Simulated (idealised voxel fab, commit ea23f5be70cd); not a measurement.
Module name: voxel wiring stack (process module)
The cross-section shown here is cut; it is 190 nm wide and divided into square cells measuring 5 nm on a side.
Cross-section format: a grid of square cells, given as bands from top to bottom; each band is one or more rows of cells.
Per band: top height and bottom height in nm, followed by the left-to-right materials and their widths in nm; "all across" marks a single material spanning edge to edge, "empty" marks empty space.
Height is counted from the level 0, under which the received wafer is composed throughout of one material. The lowest of the bands is not closed at the bottom but continues downward, in the notation "0..down".
A width given as "30..40" starts at the first number in the band's top row and ends at the second number in its bottom row, shifting by an equal amount at every step from row to row.
Where the words "no change" appear for a step, the cross-section shows no cell changed by that step; every cell remained as before.
Closed empty spaces (no open way to the top) of 8 cells or more are what "Closed void list" lists, each as width x height at distance from the left edge, nm for all three.
Where a step's line continues beyond its settings, the continuation is a remark by the simulator itself on that step.
The line of a step may include "overlay nm". On a step with a mask, this value is how far to the right of its planned place the mask lay. A negative value means the mask lay to the left.
Pairs ahead. Before: cross-section ahead of one process step. After: cross-section once the step is done, shown to the lowest changed band only. Under each pair: that step, with settings. Caution: pairs may come from different runs of this module on the same starting wafer; a pair follows the pair above only where its "Prior to processing" entry says so.

Prior to processing
> 120..100: SiO2 60 nm | empty 25 nm | SiO2 15 nm | empty 25 nm | SiO2 65 nm
> 100..85: SiO2 60 nm | empty 15 nm | SiO2 25 nm | empty 15 nm | SiO2 75 nm
> 85..80: SiCN 60 nm | empty 15 nm | SiCN 25 nm | empty 15 nm | SiCN 75 nm
> 80..75: Cu all across
> 75..70: TiN 65 nm | Cu 15 nm | TiN 25 nm | Cu 15 nm | TiN 70 nm
> 70..55: lowk 60 nm | TiN 5 nm | Cu 15 nm | TiN 5 nm | lowk 15 nm | TiN 5 nm | Cu 15 nm | TiN 5 nm | lowk 65 nm
> 55..50: lowk 60 nm | TiN 5 nm | Cu 5 nm | TiN 15 nm | lowk 15 nm | TiN 25 nm | lowk 65 nm
> 50..40: lowk 60 nm | TiN 5 nm | Cu 5 nm | TiN 5 nm | lowk 115 nm
> 40..35: SiCN 60 nm | TiN 15 nm | SiCN 115 nm
> 35..15: SiO2 60 nm | Ru 25 nm | SiO2 15 nm | Ru 25 nm | SiO2 65 nm
> 15..10: SiO2 60 nm | TiN 25 nm | SiO2 15 nm | TiN 25 nm | SiO2 65 nm
> 10..0: SiO2 all across
> 0..down: Si all across
> Closed void list: none

Sectional View, Post-Process
> 125..120: TiN 65 nm | empty 15 nm | TiN 25 nm | empty 15 nm | TiN 70 nm
> 120..105: SiO2 60 nm | TiN 5 nm | empty 15 nm | TiN 5 nm | SiO2 15 nm | TiN 5 nm | empty 15 nm | TiN 5 nm | SiO2 65 nm
> 105..100: SiO2 60 nm | TiN 5 nm | empty 5 nm | TiN 15 nm | SiO2 15 nm | TiN 5 nm | empty 5 nm | TiN 15 nm | SiO2 65 nm
> 100..85: SiO2 60 nm | TiN 5 nm | empty 5 nm | TiN 5 nm | SiO2 25 nm | TiN 5 nm | empty 5 nm | TiN 5 nm | SiO2 75 nm
> 85..80: SiCN 60 nm | TiN 15 nm | SiCN 25 nm | TiN 15 nm | SiCN 75 nm
> Below 80 it's all the same as before, nothing changed down there.
> Closed void list: none
Going from one cross-section above to the next, the wafer undergoes CONFORMAL_DEP [material TiN] [thk nm 5]

Prior to processing: It is represented by the cross-section appearing after the step of the pair directly above.

Sectional View, Post-Process
> 135..125: Ru all across
> 125..120: TiN 65 nm | Ru 15 nm | TiN 25 nm | Ru 15 nm | TiN 70 nm
> 120..105: SiO2 60 nm | TiN 5 nm | Ru 15 nm | TiN 5 nm | SiO2 15 nm | TiN 5 nm | Ru 15 nm | TiN 5 nm | SiO2 65 nm
> 105..100: SiO2 60 nm | TiN 5 nm | Ru 5 nm | TiN 15 nm | SiO2 15 nm | TiN 5 nm | Ru 5 nm | TiN 15 nm | SiO2 65 nm
> 100..85: SiO2 60 nm | TiN 5 nm | Ru 5 nm | TiN 5 nm | SiO2 25 nm | TiN 5 nm | Ru 5 nm | TiN 5 nm | SiO2 75 nm
> Below 85 it's all the same as before, nothing changed down there.
> Closed void list: none
Going from one cross-section above to the next, the wafer undergoes FILL_DEP [material Ru] [thk nm 10]

Prior to processing: It is represented by the cross-section appearing after the step of the pair directly above.

Sectional View, Post-Process
> 110..100: SiO2 60 nm | TiN 5 nm | Ru 15..5 nm | TiN 5..15 nm | SiO2 15 nm | TiN 5 nm | Ru 15..5 nm | TiN 5..15 nm | SiO2 65 nm
> Below 100 it's all the same as before, nothing changed down there.
> Closed void list: none
Going from one cross-section above to the next, the wafer undergoes CMP [height nm 110]

Prior to processing: It is represented by the cross-section appearing after the step of the pair directly above.

Sectional View, Post-Process
> 115..110: SiCN all across
> Below 110 it's all the same as before, nothing changed down there.
> Closed void list: none
Going from one cross-section above to the next, the wafer undergoes CONFORMAL_DEP [material SiCN] [thk nm 5]

Prior to processing: It is represented by the cross-section appearing after the step of the pair directly above.

Sectional View, Post-Process
> 140..115: SiO2 all across
> Below 115 it's all the same as before, nothing changed down there.
> Closed void list: none
Going from one cross-section above to the next, the wafer undergoes DIRECTIONAL_DEP [material SiO2] [thk nm 25]

Prior to processing: It is represented by the cross-section appearing after the step of the pair directly above.

Sectional View, Post-Process
> 155..140: resist 60 nm | empty 25 nm | resist 15 nm | empty 25 nm | resist 65 nm
> Below 140 it's all the same as before, nothing changed down there.
> Closed void list: none
Going from one cross-section above to the next, the wafer undergoes PATTERN [tone open] [mask id METAL_4] [material resist] [width nm 25] [pitch nm 40] [thk nm 15] [overlay nm 0]

Prior to processing: It is represented by the cross-section appearing after the step of the pair directly above.

Sectional View, Post-Process
> 155..140: resist 60 nm | empty 25 nm | resist 15 nm | empty 25 nm | resist 65 nm
> 140..125: SiO2 60 nm | empty 25 nm | SiO2 15 nm | empty 25 nm | SiO2 65 nm
> Below 125 it's all the same as before, nothing changed down there.
> Closed void list: none
Going from one cross-section above to the next, the wafer undergoes DIRECTIONAL_ETCH [etch materials SiO2] [depth nm 15]

Prior to processing: It is represented by the cross-section appearing after the step of the pair directly above.

Sectional View, Post-Process
> 140..125: SiO2 60 nm | empty 25 nm | SiO2 15 nm | empty 25 nm | SiO2 65 nm
> Below 125 it's all the same as before, nothing changed down there.
> Closed void list: none
Going from one cross-section above to the next, the wafer undergoes STRIP [etch materials resist]

Prior to processing: It is represented by the cross-section appearing after the step of the pair directly above.

Sectional View, Post-Process
> 140..125: SiO2 60 nm | empty 25 nm | SiO2 15 nm | empty 25 nm | SiO2 65 nm
> 125..115: SiO2 60 nm | empty 15 nm | SiO2 115 nm
> Below 115 it's all the same as before, nothing changed down there.
> Closed void list: none
Going from one cross-section above to the next, the wafer undergoes MASKED_ETCH [tone open] [mask id METAL_4_HOLES] [width nm 15] [etch materials SiO2] [depth nm 10] [overlay nm 0]

Prior to processing: It is represented by the cross-section appearing after the step of the pair directly above.

Sectional View, Post-Process
> 140..125: SiO2 60 nm | empty 25 nm | SiO2 15 nm | empty 25 nm | SiO2 65 nm
> 125..115: SiO2 60 nm | empty 15 nm | SiO2 115 nm
> 115..110: SiCN 60 nm | empty 15 nm | SiCN 115 nm
> Below 110 it's all the same as before, nothing changed down there.
> Closed void list: none
Going from one cross-section above to the next, the wafer undergoes MASKED_ETCH [tone open] [mask id METAL_4_HOLES] [width nm 15] [etch materials SiCN] [depth nm 5] [overlay nm 0]

Prior to processing: It is represented by the cross-section appearing after the step of the pair directly above.

Sectional View, Post-Process
> 145..140: TiN 65 nm | empty 15 nm | TiN 25 nm | empty 15 nm | TiN 70 nm
> 140..130: SiO2 60 nm | TiN 5 nm | empty 15 nm | TiN 5 nm | SiO2 15 nm | TiN 5 nm | empty 15 nm | TiN 5 nm | SiO2 65 nm
> 130..125: SiO2 60 nm | TiN 5 nm | empty 5 nm | TiN 15 nm | SiO2 15 nm | TiN 25 nm | SiO2 65 nm
> 125..115: SiO2 60 nm | TiN 5 nm | empty 5 nm | TiN 5 nm | SiO2 115 nm
> 115..110: SiCN 60 nm | TiN 15 nm | SiCN 115 nm
> Below 110 it's all the same as before, nothing changed down there.
> Closed void list: none
Going from one cross-section above to the next, the wafer undergoes CONFORMAL_DEP [material TiN] [thk nm 5]

Prior to processing: It is represented by the cross-section appearing after the step of the pair directly above.

Sectional View, Post-Process
> 150..145: Cu all across
> 145..140: TiN 65 nm | Cu 15 nm | TiN 25 nm | Cu 15 nm | TiN 70 nm
> 140..130: SiO2 60 nm | TiN 5 nm | Cu 15 nm | TiN 5 nm | SiO2 15 nm | TiN 5 nm | Cu 15 nm | TiN 5 nm | SiO2 65 nm
> 130..125: SiO2 60 nm | TiN 5 nm | Cu 5 nm | TiN 15 nm | SiO2 15 nm | TiN 25 nm | SiO2 65 nm
> 125..115: SiO2 60 nm | TiN 5 nm | Cu 5 nm | TiN 5 nm | SiO2 115 nm
> Below 115 it's all the same as before, nothing changed down there.
> Closed void list: none
Going from one cross-section above to the next, the wafer undergoes FILL_DEP [material Cu] [thk nm 5]

Prior to processing: It is represented by the cross-section appearing after the step of the pair directly above.

Sectional View, Post-Process
> 140..130: SiO2 60 nm | TiN 5 nm | Cu 15 nm | TiN 5 nm | SiO2 15 nm | TiN 5 nm | Cu 15 nm | TiN 5 nm | SiO2 65 nm
> Below 130 it's all the same as before, nothing changed down there.
> Closed void list: none
Going from one cross-section above to the next, the wafer undergoes CMP [height nm 140]

Prior to processing: It is represented by the cross-section appearing after the step of the pair directly above.

Sectional View, Post-Process
> 145..140: SiCN all across
> Below 140 it's all the same as before, nothing changed down there.
> Closed void list: none
Going from one cross-section above to the next, the wafer undergoes CONFORMAL_DEP [material SiCN] [thk nm 5]

Prior to processing
> 70..40: lowk all across
> 40..35: SiCN all across
> 35..15: SiO2 60 nm | Ru 25 nm | SiO2 15 nm | Ru 25 nm | SiO2 65 nm
> 15..10: SiO2 60 nm | TiN 25 nm | SiO2 15 nm | TiN 25 nm | SiO2 65 nm
> 10..0: SiO2 all across
> 0..down: Si all across
> Closed void list: none

Sectional View, Post-Process
> 90..70: resist 55 nm | empty 25 nm | resist 110 nm
> Below 70 it's all the same as before, nothing changed down there.
> Closed void list: none
Going from one cross-section above to the next, the wafer undergoes PATTERN [tone open] [mask id METAL_2_HOLES] [material resist] [width nm 25] [thk nm 20] [overlay nm 0]

Prior to processing: It is represented by the cross-section appearing after the step of the pair directly above.

Sectional View, Post-Process
> 90..70: resist 55 nm | empty 25 nm | resist 110 nm
> 70..40: lowk 55 nm | empty 25 nm | lowk 110 nm
> Below 40 it's all the same as before, nothing changed down there.
> Closed void list: none
Going from one cross-section above to the next, the wafer undergoes DIRECTIONAL_ETCH [etch materials lowk] [depth nm 30]

Prior to processing: It is represented by the cross-section appearing after the step of the pair directly above.

Sectional View, Post-Process
> 70..40: lowk 55 nm | empty 25 nm | lowk 110 nm
> Below 40 it's all the same as before, nothing changed down there.
> Closed void list: none
Going from one cross-section above to the next, the wafer undergoes STRIP [etch materials resist]

Prior to processing: It is represented by the cross-section appearing after the step of the pair directly above.

Sectional View, Post-Process
> 80..70: aC 55 nm | empty 25 nm | aC 110 nm
> 70..50: lowk 55 nm | empty 25 nm | lowk 110 nm
> 50..40: lowk 55 nm | aC 25 nm | lowk 110 nm
> Below 40 it's all the same as before, nothing changed down there.
> Closed void list: none
Going from one cross-section above to the next, the wafer undergoes DIRECTIONAL_DEP [material aC] [thk nm 10]

Prior to processing: It is represented by the cross-section appearing after the step of the pair directly above.

Sectional View, Post-Process
> 110..80: resist 60 nm | empty 25 nm | resist 15 nm | empty 25 nm | resist 65 nm
> 80..70: aC 55 nm | resist 5 nm | empty 20 nm | aC 110 nm
> 70..50: lowk 55 nm | resist 5 nm | empty 20 nm | lowk 110 nm
> Below 50 it's all the same as before, nothing changed down there.
> Closed void list: none
Going from one cross-section above to the next, the wafer undergoes PATTERN [tone open] [mask id METAL_2] [material resist] [width nm 25] [pitch nm 40] [thk nm 30] [overlay nm 0]

Prior to processing: It is represented by the cross-section appearing after the step of the pair directly above.

Sectional View, Post-Process
> 100..80: resist 60 nm | empty 25 nm | resist 15 nm | empty 25 nm | resist 65 nm
> 80..70: aC 55 nm | resist 5 nm | empty 25 nm | aC 15 nm | empty 25 nm | aC 65 nm
> 70..50: lowk 55 nm | resist 5 nm | empty 20 nm | lowk 110 nm
> 50..40: lowk 55 nm | aC 5 nm | empty 20 nm | lowk 110 nm
> Below 40 it's all the same as before, nothing changed down there.
> Closed void list: none
Going from one cross-section above to the next, the wafer undergoes DIRECTIONAL_ETCH [etch materials aC] [depth nm 10]

Prior to processing: It is represented by the cross-section appearing after the step of the pair directly above.

Sectional View, Post-Process
> 80..70: aC 55 nm | empty 30 nm | aC 15 nm | empty 25 nm | aC 65 nm
> 70..50: lowk 55 nm | empty 25 nm | lowk 110 nm
> Below 50 it's all the same as before, nothing changed down there.
> Closed void list: none
Going from one cross-section above to the next, the wafer undergoes STRIP [etch materials resist]

Prior to processing: It is represented by the cross-section appearing after the step of the pair directly above.

Sectional View, Post-Process
> 80..70: aC 55 nm | empty 30 nm | aC 15 nm | empty 25 nm | aC 65 nm
> 70..50: lowk 55 nm | empty 30 nm | lowk 15 nm | empty 25 nm | lowk 65 nm
> Below 50 it's all the same as before, nothing changed down there.
> Closed void list: none
Going from one cross-section above to the next, the wafer undergoes DIRECTIONAL_ETCH [etch materials lowk] [depth nm 20]

Prior to processing: It is represented by the cross-section appearing after the step of the pair directly above.

Sectional View, Post-Process
> 80..70: aC 55 nm | empty 30 nm | aC 15 nm | empty 25 nm | aC 65 nm
> 70..50: lowk 55 nm | empty 30 nm | lowk 15 nm | empty 25 nm | lowk 65 nm
> 50..40: lowk 55 nm | aC 5 nm | empty 20 nm | lowk 110 nm
> 40..35: SiCN 60 nm | empty 20 nm | SiCN 110 nm
> Below 35 it's all the same as before, nothing changed down there.
> Closed void list: none
Going from one cross-section above to the next, the wafer undergoes DIRECTIONAL_ETCH [etch materials SiCN] [depth nm 5]

Prior to processing: It is represented by the cross-section appearing after the step of the pair directly above.

Sectional View, Post-Process
> 70..50: lowk 55 nm | empty 30 nm | lowk 15 nm | empty 25 nm | lowk 65 nm
> 50..40: lowk 55 nm | empty 25 nm | lowk 110 nm
> Below 40 it's all the same as before, nothing changed down there.
> Closed void list: none
Going from one cross-section above to the next, the wafer undergoes STRIP [etch materials aC]

Prior to processing: It is represented by the cross-section appearing after the step of the pair directly above.

Sectional View, Post-Process
> 75..70: TiN 60 nm | empty 20 nm | TiN 25 nm | empty 15 nm | TiN 70 nm
> 70..55: lowk 55 nm | TiN 5 nm | empty 20 nm | TiN 5 nm | lowk 15 nm | TiN 5 nm | empty 15 nm | TiN 5 nm | lowk 65 nm
> 55..50: lowk 55 nm | TiN 5 nm | empty 15 nm | TiN 10 nm | lowk 15 nm | TiN 25 nm | lowk 65 nm
> 50..40: lowk 55 nm | TiN 5..10 nm | empty 15..10 nm | TiN 5 nm | lowk 110 nm
> 40..35: SiCN 60 nm | TiN 20 nm | SiCN 110 nm
> Below 35 it's all the same as before, nothing changed down there.
> Closed void list: none
Going from one cross-section above to the next, the wafer undergoes CONFORMAL_DEP [material TiN] [thk nm 5]

Prior to processing: It is represented by the cross-section appearing after the step of the pair directly above.

Sectional View, Post-Process
> 85..75: Cu all across
> 75..70: TiN 60 nm | Cu 20 nm | TiN 25 nm | Cu 15 nm | TiN 70 nm
> 70..55: lowk 55 nm | TiN 5 nm | Cu 20 nm | TiN 5 nm | lowk 15 nm | TiN 5 nm | Cu 15 nm | TiN 5 nm | lowk 65 nm
> 55..50: lowk 55 nm | TiN 5 nm | Cu 15 nm | TiN 10 nm | lowk 15 nm | TiN 25 nm | lowk 65 nm
> 50..40: lowk 55 nm | TiN 5..10 nm | Cu 15..10 nm | TiN 5 nm | lowk 110 nm
> Below 40 it's all the same as before, nothing changed down there.
> Closed void list: none
Going from one cross-section above to the next, the wafer undergoes FILL_DEP [material Cu] [thk nm 10]

Prior to processing: It is represented by the cross-section appearing after the step of the pair directly above.

Sectional View, Post-Process
> 70..55: lowk 55 nm | TiN 5 nm | Cu 20 nm | TiN 5 nm | lowk 15 nm | TiN 5 nm | Cu 15 nm | TiN 5 nm | lowk 65 nm
> Below 55 it's all the same as before, nothing changed down there.
> Closed void list: none
Going from one cross-section above to the next, the wafer undergoes CMP [height nm 70]

Prior to processing: It is represented by the cross-section appearing after the step of the pair directly above.

Sectional View, Post-Process
> 75..70: SiCN all across
> Below 70 it's all the same as before, nothing changed down there.
> Closed void list: none
Going from one cross-section above to the next, the wafer undergoes CONFORMAL_DEP [material SiCN] [thk nm 5]

Prior to processing: It is represented by the cross-section appearing after the step of the pair directly above.

Sectional View, Post-Process
> 110..75: SiO2 all across
> Below 75 it's all the same as before, nothing changed down there.
> Closed void list: none
Going from one cross-section above to the next, the wafer undergoes DIRECTIONAL_DEP [material SiO2] [thk nm 35]

Prior to processing: It is represented by the cross-section appearing after the step of the pair directly above.

Sectional View, Post-Process
> 110..90: SiO2 60 nm | empty 25 nm | SiO2 15 nm | empty 25 nm | SiO2 65 nm
> Below 90 it's all the same as before, nothing changed down there.
> Closed void list: none
Going from one cross-section above to the next, the wafer undergoes MASKED_ETCH [tone open] [mask id METAL_3] [width nm 25] [pitch nm 40] [etch materials SiO2] [depth nm 20] [overlay nm 0]

Prior to processing: It is represented by the cross-section appearing after the step of the pair directly above.

Sectional View, Post-Process
> 120..110: aC 60 nm | empty 25 nm | aC 15 nm | empty 25 nm | aC 65 nm
> 110..100: SiO2 60 nm | empty 25 nm | SiO2 15 nm | empty 25 nm | SiO2 65 nm
> 100..90: SiO2 60 nm | aC 25 nm | SiO2 15 nm | aC 25 nm | SiO2 65 nm
> Below 90 it's all the same as before, nothing changed down there.
> Closed void list: none
Going from one cross-section above to the next, the wafer undergoes DIRECTIONAL_DEP [material aC] [thk nm 10]

Prior to processing: It is represented by the cross-section appearing after the step of the pair directly above.

Sectional View, Post-Process
> 145..120: resist 60 nm | empty 15 nm | resist 25 nm | empty 15 nm | resist 75 nm
> 120..110: aC 60 nm | empty 15 nm | resist 10 nm | aC 15 nm | empty 15 nm | resist 10 nm | aC 65 nm
> 110..100: SiO2 60 nm | empty 15 nm | resist 10 nm | SiO2 15 nm | empty 15 nm | resist 10 nm | SiO2 65 nm
> Below 100 it's all the same as before, nothing changed down there.
> Closed void list: none
Going from one cross-section above to the next, the wafer undergoes PATTERN [tone open] [mask id METAL_3_HOLES] [material resist] [width nm 15] [pitch nm 40] [thk nm 25] [overlay nm 0]

Prior to processing: It is represented by the cross-section appearing after the step of the pair directly above.

Sectional View, Post-Process
> 135..120: resist 60 nm | empty 15 nm | resist 25 nm | empty 15 nm | resist 75 nm
> 120..110: aC 60 nm | empty 15 nm | resist 10 nm | aC 15 nm | empty 15 nm | resist 10 nm | aC 65 nm
> 110..100: SiO2 60 nm | empty 15 nm | resist 10 nm | SiO2 15 nm | empty 15 nm | resist 10 nm | SiO2 65 nm
> 100..90: SiO2 60 nm | empty 15 nm | aC 10 nm | SiO2 15 nm | empty 15 nm | aC 10 nm | SiO2 65 nm
> Below 90 it's all the same as before, nothing changed down there.
> Closed void list: none
Going from one cross-section above to the next, the wafer undergoes DIRECTIONAL_ETCH [etch materials aC] [depth nm 10]

Prior to processing: It is represented by the cross-section appearing after the step of the pair directly above.

Sectional View, Post-Process
> 120..110: aC 60 nm | empty 25 nm | aC 15 nm | empty 25 nm | aC 65 nm
> 110..100: SiO2 60 nm | empty 25 nm | SiO2 15 nm | empty 25 nm | SiO2 65 nm
> Below 100 it's all the same as before, nothing changed down there.
> Closed void list: none
Going from one cross-section above to the next, the wafer undergoes STRIP [etch materials resist]

Prior to processing: It is represented by the cross-section appearing after the step of the pair directly above.

Sectional View, Post-Process
> 120..110: aC 60 nm | empty 25 nm | aC 15 nm | empty 25 nm | aC 65 nm
> 110..100: SiO2 60 nm | empty 25 nm | SiO2 15 nm | empty 25 nm | SiO2 65 nm
> 100..90: SiO2 60 nm | empty 15 nm | aC 10 nm | SiO2 15 nm | empty 15 nm | aC 10 nm | SiO2 65 nm
> 90..75: SiO2 60 nm | empty 15 nm | SiO2 25 nm | empty 15 nm | SiO2 75 nm
> Below 75 it's all the same as before, nothing changed down there.
> Closed void list: none
Going from one cross-section above to the next, the wafer undergoes DIRECTIONAL_ETCH [etch materials SiO2] [depth nm 15]

Prior to processing: It is represented by the cross-section appearing after the step of the pair directly above.

Sectional View, Post-Process
> 120..110: aC 60 nm | empty 25 nm | aC 15 nm | empty 25 nm | aC 65 nm
> 110..100: SiO2 60 nm | empty 25 nm | SiO2 15 nm | empty 25 nm | SiO2 65 nm
> 100..90: SiO2 60 nm | empty 15 nm | aC 10 nm | SiO2 15 nm | empty 15 nm | aC 10 nm | SiO2 65 nm
> 90..75: SiO2 60 nm | empty 15 nm | SiO2 25 nm | empty 15 nm | SiO2 75 nm
> 75..70: SiCN 60 nm | empty 15 nm | SiCN 25 nm | empty 15 nm | SiCN 75 nm
> Below 70 it's all the same as before, nothing changed down there.
> Closed void list: none
Going from one cross-section above to the next, the wafer undergoes DIRECTIONAL_ETCH [etch materials SiCN] [depth nm 5]

Prior to processing: It is represented by the cross-section appearing after the step of the pair directly above.

Sectional View, Post-Process
> 110..90: SiO2 60 nm | empty 25 nm | SiO2 15 nm | empty 25 nm | SiO2 65 nm
> Below 90 it's all the same as before, nothing changed down there.
> Closed void list: none
Going from one cross-section above to the next, the wafer undergoes STRIP [etch materials aC]

Prior to processing: It is represented by the cross-section appearing after the step of the pair directly above.

Sectional View, Post-Process
> 115..110: TiN 65 nm | empty 15 nm | TiN 25 nm | empty 15 nm | TiN 70 nm
> 110..95: SiO2 60 nm | TiN 5 nm | empty 15 nm | TiN 5 nm | SiO2 15 nm | TiN 5 nm | empty 15 nm | TiN 5 nm | SiO2 65 nm
> 95..90: SiO2 60 nm | TiN 5 nm | empty 5 nm | TiN 15 nm | SiO2 15 nm | TiN 5 nm | empty 5 nm | TiN 15 nm | SiO2 65 nm
> 90..75: SiO2 60 nm | TiN 5 nm | empty 5 nm | TiN 5 nm | SiO2 25 nm | TiN 5 nm | empty 5 nm | TiN 5 nm | SiO2 75 nm
> 75..70: SiCN 60 nm | TiN 15 nm | SiCN 25 nm | TiN 15 nm | SiCN 75 nm
> Below 70 it's all the same as before, nothing changed down there.
> Closed void list: none
Going from one cross-section above to the next, the wafer undergoes CONFORMAL_DEP [material TiN] [thk nm 5]

Prior to processing: It is represented by the cross-section appearing after the step of the pair directly above.

Sectional View, Post-Process
> 125..115: Ru all across
> 115..110: TiN 65 nm | Ru 15 nm | TiN 25 nm | Ru 15 nm | TiN 70 nm
> 110..95: SiO2 60 nm | TiN 5 nm | Ru 15 nm | TiN 5 nm | SiO2 15 nm | TiN 5 nm | Ru 15 nm | TiN 5 nm | SiO2 65 nm
> 95..90: SiO2 60 nm | TiN 5 nm | Ru 5 nm | TiN 15 nm | SiO2 15 nm | TiN 5 nm | Ru 5 nm | TiN 15 nm | SiO2 65 nm
> 90..75: SiO2 60 nm | TiN 5 nm | Ru 5 nm | TiN 5 nm | SiO2 25 nm | TiN 5 nm | Ru 5 nm | TiN 5 nm | SiO2 75 nm
> Below 75 it's all the same as before, nothing changed down there.
> Closed void list: none
Going from one cross-section above to the next, the wafer undergoes FILL_DEP [material Ru] [thk nm 10]

Prior to processing: It is represented by the cross-section appearing after the step of the pair directly above.

Sectional View, Post-Process
> 110..95: SiO2 60 nm | TiN 5 nm | Ru 15 nm | TiN 5 nm | SiO2 15 nm | TiN 5 nm | Ru 15 nm | TiN 5 nm | SiO2 65 nm
> Below 95 it's all the same as before, nothing changed down there.
> Closed void list: none
Going from one cross-section above to the next, the wafer undergoes CMP [height nm 110]

Prior to processing: It is represented by the cross-section appearing after the step of the pair directly above.

Sectional View, Post-Process
> 115..110: SiCN all across
> Below 110 it's all the same as before, nothing changed down there.
> Closed void list: none
Going from one cross-section above to the next, the wafer undergoes CONFORMAL_DEP [material SiCN] [thk nm 5]

Prior to processing: It is represented by the cross-section appearing after the step of the pair directly above.

Sectional View, Post-Process
> 140..115: SiO2 all across
> Below 115 it's all the same as before, nothing changed down there.
> Closed void list: none
Going from one cross-section above to the next, the wafer undergoes DIRECTIONAL_DEP [material SiO2] [thk nm 25]

Prior to processing: It is represented by the cross-section appearing after the step of the pair directly above.

Sectional View, Post-Process
> 155..140: resist 60 nm | empty 25 nm | resist 15 nm | empty 25 nm | resist 65 nm
> Below 140 it's all the same as before, nothing changed down there.
> Closed void list: none
Going from one cross-section above to the next, the wafer undergoes PATTERN [tone open] [mask id METAL_4] [material resist] [width nm 25] [pitch nm 40] [thk nm 15] [overlay nm 0]

Prior to processing: It is represented by the cross-section appearing after the step of the pair directly above.

Sectional View, Post-Process
> 155..140: resist 60 nm | empty 25 nm | resist 15 nm | empty 25 nm | resist 65 nm
> 140..125: SiO2 60 nm | empty 25 nm | SiO2 15 nm | empty 25 nm | SiO2 65 nm
> Below 125 it's all the same as before, nothing changed down there.
> Closed void list: none
Going from one cross-section above to the next, the wafer undergoes DIRECTIONAL_ETCH [etch materials SiO2] [depth nm 15]

Prior to processing: It is represented by the cross-section appearing after the step of the pair directly above.

Sectional View, Post-Process
> 140..125: SiO2 60 nm | empty 25 nm | SiO2 15 nm | empty 25 nm | SiO2 65 nm
> Below 125 it's all the same as before, nothing changed down there.
> Closed void list: none
Going from one cross-section above to the next, the wafer undergoes STRIP [etch materials resist]

Prior to processing: It is represented by the cross-section appearing after the step of the pair directly above.

Sectional View, Post-Process
> 140..125: SiO2 60 nm | empty 25 nm | SiO2 15 nm | empty 25 nm | SiO2 65 nm
> 125..115: SiO2 60 nm | empty 15 nm | SiO2 115 nm
> Below 115 it's all the same as before, nothing changed down there.
> Closed void list: none
Going from one cross-section above to the next, the wafer undergoes MASKED_ETCH [tone open] [mask id METAL_4_HOLES] [width nm 15] [etch materials SiO2] [depth nm 10] [overlay nm 0]

Prior to processing: It is represented by the cross-section appearing after the step of the pair directly above.

Sectional View, Post-Process
> 140..125: SiO2 60 nm | empty 25 nm | SiO2 15 nm | empty 25 nm | SiO2 65 nm
> 125..115: SiO2 60 nm | empty 15 nm | SiO2 115 nm
> 115..110: SiCN 60 nm | empty 15 nm | SiCN 115 nm
> Below 110 it's all the same as before, nothing changed down there.
> Closed void list: none
Going from one cross-section above to the next, the wafer undergoes MASKED_ETCH [tone open] [mask id METAL_4_HOLES] [width nm 15] [etch materials SiCN] [depth nm 5] [overlay nm 0]

Prior to processing: It is represented by the cross-section appearing after the step of the pair directly above.

Sectional View, Post-Process
> 145..140: TiN 65 nm | empty 15 nm | TiN 25 nm | empty 15 nm | TiN 70 nm
> 140..130: SiO2 60 nm | TiN 5 nm | empty 15 nm | TiN 5 nm | SiO2 15 nm | TiN 5 nm | empty 15 nm | TiN 5 nm | SiO2 65 nm
> 130..125: SiO2 60 nm | TiN 5 nm | empty 5 nm | TiN 15 nm | SiO2 15 nm | TiN 25 nm | SiO2 65 nm
> 125..115: SiO2 60 nm | TiN 5 nm | empty 5 nm | TiN 5 nm | SiO2 115 nm
> 115..110: SiCN 60 nm | TiN 15 nm | SiCN 115 nm
> Below 110 it's all the same as before, nothing changed down there.
> Closed void list: none
Going from one cross-section above to the next, the wafer undergoes CONFORMAL_DEP [material TiN] [thk nm 5]

Prior to processing: It is represented by the cross-section appearing after the step of the pair directly above.

Sectional View, Post-Process
> 150..145: Cu all across
> 145..140: TiN 65 nm | Cu 15 nm | TiN 25 nm | Cu 15 nm | TiN 70 nm
> 140..130: SiO2 60 nm | TiN 5 nm | Cu 15 nm | TiN 5 nm | SiO2 15 nm | TiN 5 nm | Cu 15 nm | TiN 5 nm | SiO2 65 nm
> 130..125: SiO2 60 nm | TiN 5 nm | Cu 5 nm | TiN 15 nm | SiO2 15 nm | TiN 25 nm | SiO2 65 nm
> 125..115: SiO2 60 nm | TiN 5 nm | Cu 5 nm | TiN 5 nm | SiO2 115 nm
> Below 115 it's all the same as before, nothing changed down there.
> Closed void list: none
Going from one cross-section above to the next, the wafer undergoes FILL_DEP [material Cu] [thk nm 5]

Prior to processing: It is represented by the cross-section appearing after the step of the pair directly above.

Sectional View, Post-Process
> 140..130: SiO2 60 nm | TiN 5 nm | Cu 15 nm | TiN 5 nm | SiO2 15 nm | TiN 5 nm | Cu 15 nm | TiN 5 nm | SiO2 65 nm
> Below 130 it's all the same as before, nothing changed down there.
> Closed void list: none
Going from one cross-section above to the next, the wafer undergoes CMP [height nm 140]

Prior to processing: It is represented by the cross-section appearing after the step of the pair directly above.

Sectional View, Post-Process
> 145..140: SiCN all across
> Below 140 it's all the same as before, nothing changed down there.
> Closed void list: none
Going from one cross-section above to the next, the wafer undergoes CONFORMAL_DEP [material SiCN] [thk nm 5]
